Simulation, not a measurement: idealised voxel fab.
process module | voxel gate over fins
cross-section cut | 215 nm wide | cells 5 nm
A cross-section is a grid of square cells, given in bands from the top down. A band is one or more rows of cells.
Each band's line starts with the height of the band's top and of its bottom, in nm. Then come its materials from left to right, each with its width in nm. One material with "throughout" fills the band from edge to edge. "air" is empty space.
Height 0 is the level under which the wafer as received is all one material. The lowest band goes on downwards, as in "0 down".
A width such as "30 to 40" changes by the same amount from each row of cells to the next, from the band's top row to its bottom row.
"no change" after a step means that no cell of the cross-section changed.
closed voids: empty space of 8 cells or more with no open way to the top, each as width x height at its distance from the left edge, in nm
after a step's settings: what the simulator itself notes on the step
overlay nm, on a step with a mask: how far to the right of its planned place the mask lay; to the left if negative
plan
1 op RECEIVE | material Si
2 op CONFORMAL_DEP | material SiN | thk nm 5
3 op MASKED_ETCH | tone cover | mask id FINS | width nm 15 | pitch nm 60 | etch materials SiN | depth nm 5 | overlay nm 0
4 op MASKED_ETCH | tone cover | mask id FINS | width nm 15 | pitch nm 60 | etch materials Si | depth nm 30 | overlay nm 0
5 op FILL_DEP | material SiO2 | thk nm 5
6 op CMP | height nm 5
7 op MASKED_ETCH | tone open | mask id RAIL | width nm 15 | etch materials SiO2 | depth nm 30 | overlay nm 0
8 op CONFORMAL_DEP | material TiN | thk nm 5
9 op FILL_DEP | material W | thk nm 5
10 op CMP | height nm 5
11 op SELECTIVE_ETCH | etch materials W Ru TiN | depth nm 25
12 op FILL_DEP | material SiO2 | thk nm 5
13 op CMP | height nm 5
14 op SELECTIVE_ETCH | etch materials SiO2 | depth nm 15
15 op STRIP | etch materials SiN
16 op CONFORMAL_DEP | material HfO2 | thk nm 5
17 op CONFORMAL_DEP | material TiN | thk nm 5
18 op CONFORMAL_DEP | material TiAl | thk nm 5
19 op CONFORMAL_DEP | material TiN | thk nm 5
20 op FILL_DEP | material W | thk nm 10
21 op CMP | height nm 25
22 op CONFORMAL_DEP | material SiN | thk nm 5
as received, after step 1
  0 down: Si throughout
  closed voids: none
first wafer at the end, as planned
  30 to 25: SiN throughout
  25 to 20: W throughout
  20 to 15: W 50 | TiN 55 | W 5 | TiN 55 | W 50
  15 to 10: W 50 | TiN 5 | TiAl 45 | TiN 5 | W 5 | TiN 5 | TiAl 45 | TiN 5 | W 50
  10 to 5: TiN 55 | TiAl 5 | TiN 35 | TiAl 5 | TiN 15 | TiAl 5 | TiN 35 | TiAl 5 | TiN 55
  5 to 0: TiAl 60 | TiN 5 | HfO2 25 | TiN 5 | TiAl 25 | TiN 5 | HfO2 25 | TiN 5 | TiAl 60
  0 to -5: TiN 65 | HfO2 5 | Si 15 | HfO2 5 | TiN 35 | HfO2 5 | Si 15 | HfO2 5 | TiN 65
  -5 to -10: HfO2 70 | Si 15 | HfO2 45 | Si 15 | HfO2 70
  -10 to -20: SiO2 70 | Si 15 | SiO2 45 | Si 15 | SiO2 70
  -20 to -25: SiO2 70 | Si 15 | SiO2 15 | TiN 15 | SiO2 15 | Si 15 | SiO2 70
  -25 to -30: SiO2 70 | Si 15 | SiO2 45 | Si 15 | SiO2 70
  -30 down: Si throughout
  closed voids: none
second wafer at the end: like start, like plan, one mistake
  30 to 25: SiN throughout
  25 to 20: W 40 | TiN 5 | TiAl 125 | TiN 5 | W 40
  20 to 15: TiN 45 | TiAl 5 | TiN 55 | TiAl 5 | TiN 55 | TiAl 5 | TiN 45
  15 to 10: TiAl 50 | TiN 55 | TiAl 5 | TiN 55 | TiAl 50
  10 to 5: TiN throughout
  5 to 0: TiN 65 | HfO2 25 | TiN 35 | HfO2 25 | TiN 65
  0 to -5: TiN 65 | HfO2 5 | Si 15 | HfO2 5 | TiN 35 | HfO2 5 | Si 15 | HfO2 5 | TiN 65
  -5 to -10: HfO2 70 | Si 15 | HfO2 45 | Si 15 | HfO2 70
  -10 to -20: SiO2 70 | Si 15 | SiO2 45 | Si 15 | SiO2 70
  -20 to -25: SiO2 70 | Si 15 | SiO2 15 | TiN 15 | SiO2 15 | Si 15 | SiO2 70
  -25 to -30: SiO2 70 | Si 15 | SiO2 45 | Si 15 | SiO2 70
  -30 down: Si throughout
  closed voids: none
what went wrong: step 17 ran as: op CONFORMAL_DEP | material TiN | thk nm 15
at the end the second wafer has, in cells: 2 fewer of TiAl | 71 more of TiN | 69 fewer of W
